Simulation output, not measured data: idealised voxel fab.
Presented below is a process module, voxel tone inversion.
For reference, the cross-section in this document is cut, with width 220 nm and square cells of 5 nm.
Cross-section layout: square cells on a grid; listed as bands, top to bottom; a band spans one or more cell rows. Read a band's entry like this: the first values are the height of its top and the height of its bottom in nm, and what follows is the sequence of materials from left to right, each with its width in nm. Note that "blank" is empty space, and that a single material marked "edge to edge" reaches across the band from edge to edge. We count height from 0. Below that, the starting wafer is all one material. The lowest band never ends at the bottom but goes on down; see "0..down" for how that is written. Width: "30..40" (first number = top row, second number = bottom row, same change from row to row of cells). For the purposes of this document, the phrase "remained the same" attached to a step denotes that no cell within the cross-section was modified by that step. Entry "Entrapped voids". Content: empty spaces with no open connection to the top, size 8 cells or greater. Each: width x height at distance. Distance: from left edge. Unit: nm. The remark found on a step's line after its settings is issued by the simulator itself and pertains to that step. "overlay nm" answers the question of how far to the right of plan the mask lay on a step that has a mask, and when it is negative the answer is to the left.
The steps planned for the process are as follows
1: RECEIVE, material Si
2: CONFORMAL_DEP, material SiN, thk nm 5
3: DIRECTIONAL_DEP, material polySi, thk nm 25
4: PATTERN, tone cover, mask id POSTS, material resist, width nm 25, pitch nm 45, thk nm 30, overlay nm 0
5: DIRECTIONAL_ETCH, etch materials polySi, depth nm 25
6: STRIP, etch materials resist
7: FILL_DEP, material SiO2, thk nm 10
8: CMP, height nm 30
9: STRIP, etch materials polySi
10: CONFORMAL_DEP, material TiN, thk nm 5
11: FILL_DEP, material W, thk nm 5
12: CMP, height nm 30
13: CONFORMAL_DEP, material SiCN, thk nm 5
As received (post step 1): cross-section
	0..down | Si edge to edge
	Entrapped voids: none
Result of the module, cross-sectioned: start per above, plan per above, one error in how it was run
	35..30 | SiCN edge to edge
	30..25 | TiN=35, then W=15, then TiN=30, then W=15, then TiN=30, then W=15, then TiN=30, then W=15, then TiN=35
	25..10 | SiO2=30, then TiN=5, then W=15, then TiN=5, then SiO2=20, then TiN=5, then W=15, then TiN=5, then SiO2=20, then TiN=5, then W=15, then TiN=5, then SiO2=20, then TiN=5, then W=15, then TiN=5, then SiO2=30
	10..5 | SiO2=30, then TiN=25, then SiO2=20, then TiN=25, then SiO2=20, then TiN=25, then SiO2=20, then TiN=25, then SiO2=30
	5..0 | SiN edge to edge
	0..down | Si edge to edge
	Entrapped voids: none
Nonconformance to the process plan: in deviation from the planned setting, step 8 was conducted as CMP, height nm 25
